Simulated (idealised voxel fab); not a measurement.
Herein follows the process module entitled voxel capacitor over wiring.
The cross-section shown here is cut; it is 235 nm wide and divided into square cells measuring 5 nm on a side.
Cross-section layout: square cells on a grid; listed as bands, top to bottom; a band spans one or more cell rows.
Read a band's entry like this: the first values are the height of its top and the height of its bottom in nm, and what follows is the sequence of materials from left to right, each with its width in nm. Note that "air" is empty space, and that a single material marked "edge to edge" reaches across the band from edge to edge.
Height reference: 0 = level under which incoming wafer is all one material. Lowest band: no bottom, runs on downward, e.g. "0 and below".
Quick explanation for "30->40": the width changes in equal steps down the rows of cells, from the first number in the band's top row to the second number in its bottom row.
Take "no change" at face value: in the step it is given for, the cross-section changed in none of its cells.
So "Unvented internal voids" is basically the list of trapped voids: any empty space of 8 cells or more that can't reach the top through an opening. They're written width x height at distance, the distance being from the left edge, and it's all nm.
Heads up: the bit after the settings on a step's line is the simulator's remark on that step.
For masked steps, "overlay nm" on the step line gives how far right of plan the mask actually lay; a minus sign means it lay to the left.
**Process steps foreseen in the plan**
1) RECEIVE, material Si
2) CONFORMAL_DEP, material SiO2, thk nm 15
3) DIRECTIONAL_DEP, material TiN, thk nm 5
4) DIRECTIONAL_DEP, material Ru, thk nm 20
5) DIRECTIONAL_DEP, material aC, thk nm 10
6) PATTERN, tone cover, mask id METAL_1, material resist, width nm 20, pitch nm 90, thk nm 30, overlay nm 0
7) DIRECTIONAL_ETCH, etch materials aC, depth nm 10
8) STRIP, etch materials resist
9) DIRECTIONAL_ETCH, etch materials Ru, depth nm 20
10) DIRECTIONAL_ETCH, etch materials TiN, depth nm 5
11) STRIP, etch materials aC
12) FILL_DEP, material SiO2, thk nm 10
13) CMP, height nm 40
14) CONFORMAL_DEP, material SiCN, thk nm 5
15) DIRECTIONAL_DEP, material lowk, thk nm 15
16) MASKED_ETCH, tone open, mask id PLUG_1, width nm 15, etch materials lowk, depth nm 15, overlay nm 0
17) MASKED_ETCH, tone open, mask id PLUG_1, width nm 15, etch materials SiCN, depth nm 5, overlay nm 0
18) CONFORMAL_DEP, material TiN, thk nm 5
19) FILL_DEP, material Ru, thk nm 10
20) CMP, height nm 60
21) DIRECTIONAL_DEP, material TiN, thk nm 10
22) DIRECTIONAL_DEP, material Al2O3, thk nm 5
23) DIRECTIONAL_DEP, material TiN, thk nm 5
24) PATTERN, tone cover, mask id UPPER_PLATE, material resist, width nm 75, thk nm 20, overlay nm 0
25) DIRECTIONAL_ETCH, etch materials TiN, depth nm 5
26) DIRECTIONAL_ETCH, etch materials Al2O3, depth nm 5
27) STRIP, etch materials resist
28) PATTERN, tone cover, mask id LOWER_PLATE, material resist, width nm 85, thk nm 15, overlay nm 0
29) DIRECTIONAL_ETCH, etch materials TiN, depth nm 10
30) STRIP, etch materials resist
31) FILL_DEP, material SiO2, thk nm 15
32) CMP, height nm 90
33) MASKED_ETCH, tone open, mask id PLUG_2, width nm 15, etch materials SiO2, depth nm 10, overlay nm 0
34) CONFORMAL_DEP, material TiN, thk nm 5
35) FILL_DEP, material Ru, thk nm 10
36) CMP, height nm 90
37) CONFORMAL_DEP, material SiN, thk nm 5
**Cross-section: wafer on arrival = after step 1**
  0 and below = Si edge to edge
  Unvented internal voids: none
**Sectioned view, first of two wafers, at the close of the module, processed as intended in the plan**
  95 down to 90 = SiN edge to edge
  90 down to 85 = SiO2=75  TiN=5  Ru=5  TiN=5  SiO2=145
  85 down to 75 = SiO2=75->65  TiN=15->75  SiO2=145->95
  75 down to 70 = SiO2=65  Al2O3=75  SiO2=95
  70 down to 60 = SiO2=60  TiN=85  SiO2=90
  60 down to 45 = lowk=65  TiN=5  Ru=5  TiN=5  lowk=155
  45 down to 40 = SiCN=65  TiN=15  SiCN=155
  40 down to 20 = SiO2=60  Ru=20  SiO2=70  Ru=20  SiO2=65
  20 down to 15 = SiO2=60  TiN=20  SiO2=70  TiN=20  SiO2=65
  15 down to 0 = SiO2 edge to edge
  0 and below = Si edge to edge
  Unvented internal voids: none
**Second wafer cross-section at end of module - shared start and plan with the first, one mistake in the run**
  95 down to 90 = SiN edge to edge
  90 down to 85 = SiO2=75  TiN=5  Ru=5  TiN=5  SiO2=145
  85 down to 75 = SiO2=75->65  TiN=15->75  SiO2=145->95
  75 down to 70 = SiO2=65  Al2O3=75  SiO2=95
  70 down to 60 = SiO2=60  TiN=85  SiO2=90
  60 down to 45 = lowk=65  TiN=5  Ru=5  TiN=5  lowk=155
  45 down to 40 = SiCN=65  TiN=15  SiCN=155
  40 down to 20 = SiCN edge to edge
  20 down to 15 = TiN edge to edge
  15 down to 0 = SiO2 edge to edge
  0 and below = Si edge to edge
  Unvented internal voids: none
Error vs. plan: step 4 ran with different settings than intended, the actual operation and settings being DIRECTIONAL_DEP, material SiCN, thk nm 20
Heads up, by the end the second wafer has more or fewer cells of some materials compared to the first: 32 fewer of Ru; 188 more of SiCN; 195 fewer of SiO2; 39 more of TiN
